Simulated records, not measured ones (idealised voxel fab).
The name of this process module is voxel double patterning.
Section shown: cut. Width: 155 nm. Cell size: 5 nm, square.
When this document writes out a cross-section, it uses a grid of square cells and lists it as bands, beginning at the top and moving down, with a band standing for one or more rows of cells.
Basically the band line says how high the top is and how high the bottom is, in nm, and then what's in it from left to right, every material with its width in nm. Empty space shows up as "empty", and if a single material carries "everywhere" it runs the full band edge to edge.
Height 0 is the level under which the wafer as received is all one material. The lowest band goes on downwards, as in "top 0, no bottom".
With a width like "30 to 40", each row of cells in the band differs from the next by the same amount, the top row carrying the first number and the bottom row the second.
Where a step carries "all unchanged", the cross-section came out of it unchanged, cell for cell.
If an empty space has no open way to the top and is at least 8 cells in size, "Fully enclosed voids" lists it, written width x height at distance, where distance is measured from the left edge and every value is in nm.
The remark found on a step's line after its settings is issued by the simulator itself and pertains to that step.
When a step includes a mask, the "overlay nm" setting on its line states how far to the right of its planned place that mask lay, and negative values state how far to the left.
So here's the lineup of process steps we planned
1 RECEIVE (material Si)
2 CONFORMAL_DEP (material SiO2; thk nm 5)
3 DIRECTIONAL_DEP (material polySi; thk nm 10)
4 DIRECTIONAL_DEP (material SiN; thk nm 5)
5 MASKED_ETCH (tone open; mask id FIRST; width nm 15; pitch nm 50; etch materials SiN; depth nm 10; overlay nm 0)
6 PATTERN (tone open; mask id SECOND; material resist; width nm 15; pitch nm 50; thk nm 15; overlay nm 0)
7 DIRECTIONAL_ETCH (etch materials SiN; depth nm 10)
8 STRIP (etch materials resist)
9 DIRECTIONAL_ETCH (etch materials polySi; depth nm 10)
10 STRIP (etch materials SiN)
For clarity, it should be stated that the wafers under discussion commence in an identical condition and differ with respect to the thk nm of step 4, the plan indicating the value that the first wafer had.
Cross-section of the first incoming wafer of several, state after step 1
  top 0, no bottom  Si everywhere
  Fully enclosed voids: none
Per wafer (row), end of module: delta in cells per material since receipt, (+) for gained, (-) for lost; closed voids after that
thk nm 5 | +31 SiO2 | +32 polySi | Fully enclosed voids: none
thk nm 10 | +31 SiO2 | +32 polySi | Fully enclosed voids: none
thk nm 15 | +31 SiO2 | +62 polySi | Fully enclosed voids: none
thk nm 20 | +31 SiO2 | +62 polySi | Fully enclosed voids: none
thk nm 25 | +31 SiO2 | +62 polySi | Fully enclosed voids: none
